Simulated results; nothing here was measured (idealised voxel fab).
process module | voxel gate over fins
cross-section cut | 255 nm wide | cells 5 nm
A cross-section is a grid of square cells, given in bands from the top down. A band is one or more rows of cells.
Each band's line starts with the height of the band's top and of its bottom, in nm. Then come its materials from left to right, each with its width in nm. One material with "throughout" fills the band from edge to edge. "air" is empty space.
Height 0 is the level under which the wafer as received is all one material. The lowest band goes on downwards, as in "0 down".
A width such as "30 to 40" changes by the same amount from each row of cells to the next, from the band's top row to its bottom row.
"no change" after a step means that no cell of the cross-section changed.
closed voids: empty space of 8 cells or more with no open way to the top, each as width x height at its distance from the left edge, in nm
after a step's settings: what the simulator itself notes on the step
overlay nm, on a step with a mask: how far to the right of its planned place the mask lay; to the left if negative
plan
1 op RECEIVE | material Si
2 op CONFORMAL_DEP | material SiN | thk nm 5
3 op MASKED_ETCH | tone cover | mask id FINS | width nm 15 | pitch nm 50 | etch materials SiN | depth nm 5 | overlay nm 0
4 op MASKED_ETCH | tone cover | mask id FINS | width nm 15 | pitch nm 50 | etch materials Si | depth nm 30 | overlay nm 0
5 op FILL_DEP | material SiO2 | thk nm 10
6 op CMP | height nm 5
7 op MASKED_ETCH | tone open | mask id RAIL | width nm 15 | etch materials SiO2 | depth nm 30 | overlay nm 0
8 op CONFORMAL_DEP | material TiN | thk nm 5
9 op FILL_DEP | material Ru | thk nm 5
10 op CMP | height nm 5
11 op SELECTIVE_ETCH | etch materials W Ru TiN | depth nm 20
12 op FILL_DEP | material SiO2 | thk nm 5
13 op CMP | height nm 5
14 op SELECTIVE_ETCH | etch materials SiO2 | depth nm 15
15 op STRIP | etch materials SiN
16 op CONFORMAL_DEP | material HfO2 | thk nm 5
17 op CONFORMAL_DEP | material TiN | thk nm 5
18 op CONFORMAL_DEP | material TiAl | thk nm 5
19 op CONFORMAL_DEP | material TiN | thk nm 5
20 op FILL_DEP | material W | thk nm 10
21 op CMP | height nm 25
22 op CONFORMAL_DEP | material SiCN | thk nm 5
as received, after step 1
  0 down: Si throughout
  closed voids: none
a wafer at the end: this start, this plan, one mistake
  30 to 25: SiCN throughout
  25 to 20: W throughout
  20 to 15: W 50 | TiN 155 | W 50
  15 to 10: W 50 | TiN 5 | TiAl 45 | TiN 5 | TiAl 45 | TiN 5 | TiAl 45 | TiN 5 | W 50
  10 to 5: W 50 | TiN 5 | TiAl 5 | TiN 35 | TiAl 5 | TiN 5 | TiAl 5 | TiN 35 | TiAl 5 | TiN 5 | TiAl 5 | TiN 35 | TiAl 5 | TiN 5 | W 50
  5 to 0: W 50 | TiN 5 | TiAl 5 | TiN 5 | HfO2 25 | TiN 5 | TiAl 5 | TiN 5 | TiAl 5 | TiN 5 | HfO2 25 | TiN 5 | TiAl 5 | TiN 5 | TiAl 5 | TiN 5 | HfO2 25 | TiN 5 | TiAl 5 | TiN 5 | W 50
  0 to -5: W 50 | TiN 5 | TiAl 5 | TiN 5 | HfO2 5 | Si 15 | HfO2 5 | TiN 5 | TiAl 15 | TiN 5 | HfO2 5 | Si 15 | HfO2 5 | TiN 5 | TiAl 5 | TiN 5 | TiAl 5 | TiN 5 | HfO2 5 | Si 15 | HfO2 5 | TiN 5 | TiAl 5 | TiN 5 | W 50
  -5 to -10: TiN 55 | TiAl 5 | TiN 5 | HfO2 5 | Si 15 | HfO2 5 | TiN 25 | HfO2 5 | Si 15 | HfO2 5 | TiN 5 | TiAl 5 | TiN 5 | TiAl 5 | TiN 5 | HfO2 5 | Si 15 | HfO2 5 | TiN 5 | TiAl 5 | TiN 55
  -10 to -15: TiAl 60 | TiN 5 | HfO2 5 | Si 15 | HfO2 35 | Si 15 | HfO2 5 | TiN 5 | TiAl 15 | TiN 5 | HfO2 5 | Si 15 | HfO2 5 | TiN 5 | TiAl 60
  -15 to -20: TiN 65 | HfO2 5 | Si 15 | HfO2 10 | TiN 5 | Ru 5 | TiN 5 | HfO2 10 | Si 15 | HfO2 5 | TiN 25 | HfO2 5 | Si 15 | HfO2 5 | TiN 65
  -20 to -25: HfO2 70 | Si 15 | HfO2 10 | TiN 15 | HfO2 10 | Si 15 | HfO2 35 | Si 15 | HfO2 70
  -25 to -30: SiO2 70 | Si 15 | SiO2 35 | Si 15 | SiO2 35 | Si 15 | SiO2 70
  -30 down: Si throughout
  closed voids: none
what went wrong: step 14 was run twice
